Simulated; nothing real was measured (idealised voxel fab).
This section sets out a process module, namely voxel self aligned vias.
This is section cut - it's 170 nm across, gridded in 5 nm square cells.
We lay out every cross-section as a grid of square cells and spell it out in bands from the top down, where one band means one or more rows of cells.
Top, bottom (nm), then materials left to right with widths (nm); lone material tagged "everywhere" fills the whole band edge to edge; "blank" = empty space.
It should be noted that heights are counted from 0, beneath which the wafer as supplied is of one material throughout, and that the lowest band possesses no lower boundary but continues downward, as written in "0 and below".
Graded width ("30..40"): value in top row of band = first number; value in bottom row = second number; row-to-row change constant.
Basically "no change occurred" means that step didn't change any cell in the cross-section.
Entry "Entrapped void list". Content: empty spaces with no open connection to the top, size 8 cells or greater. Each: width x height at distance. Distance: from left edge. Unit: nm.
Note: text after step settings on the step line = simulator remark on that step.
overlay nm: mask offset rightward from planned place, masked step; negative means leftward offset.
Process steps foreseen in the plan:
1 RECEIVE: material Si
2 CONFORMAL_DEP: material SiO2, thk nm 15
3 CONFORMAL_DEP: material SiCN, thk nm 5
4 DIRECTIONAL_DEP: material lowk, thk nm 30
5 DIRECTIONAL_DEP: material aC, thk nm 15
6 PATTERN: tone open, mask id LINES, material resist, width nm 30, pitch nm 60, thk nm 30, overlay nm 0
7 DIRECTIONAL_ETCH: etch materials aC, depth nm 15
8 STRIP: etch materials resist
9 DIRECTIONAL_ETCH: etch materials lowk, depth nm 30
10 STRIP: etch materials aC
11 CONFORMAL_DEP: material TiN, thk nm 5
12 FILL_DEP: material Ru, thk nm 5
13 CMP: height nm 50
14 SELECTIVE_ETCH: etch materials W Ru TiN, depth nm 5
15 FILL_DEP: material SiN, thk nm 5
16 CMP: height nm 50
17 DIRECTIONAL_DEP: material lowk, thk nm 20
18 DIRECTIONAL_DEP: material aC, thk nm 10
19 PATTERN: tone open, mask id VIAS, material resist, width nm 40, thk nm 25, overlay nm 0
20 DIRECTIONAL_ETCH: etch materials aC, depth nm 10
21 STRIP: etch materials resist
22 DIRECTIONAL_ETCH: etch materials lowk, depth nm 20
23 DIRECTIONAL_ETCH: etch materials SiN, depth nm 5
24 STRIP: etch materials aC
25 CONFORMAL_DEP: material TiN, thk nm 5
26 FILL_DEP: material W, thk nm 10
27 CMP: height nm 70
28 CONFORMAL_DEP: material SiN, thk nm 5
Step 1 complete: cross-section of the wafer as received:
    0 and below = Si everywhere
    Entrapped void list: none
Result of the module, cross-sectioned: start per above, plan per above, one error in how it was run:
    75 down to 70 = SiN everywhere
    70 down to 55 = 30 lowk | 5 TiN | 40 W | 5 TiN | 90 lowk
    55 down to 50 = 30 lowk | 15 TiN | 20 W | 15 TiN | 90 lowk
    50 down to 45 = 40 lowk | 30 TiN | 30 lowk | 30 SiN | 40 lowk
    45 down to 25 = 40 lowk | 5 TiN | 20 Ru | 5 TiN | 30 lowk | 5 TiN | 20 Ru | 5 TiN | 40 lowk
    25 down to 20 = 40 lowk | 30 TiN | 30 lowk | 30 TiN | 40 lowk
    20 down to 15 = SiCN everywhere
    15 down to 0 = SiO2 everywhere
    0 and below = Si everywhere
    Entrapped void list: none
Error vs. plan: the process deviated at step 19: the operation and settings actually run there were PATTERN: tone open, mask id VIAS, material resist, width nm 50, thk nm 25, overlay nm 0
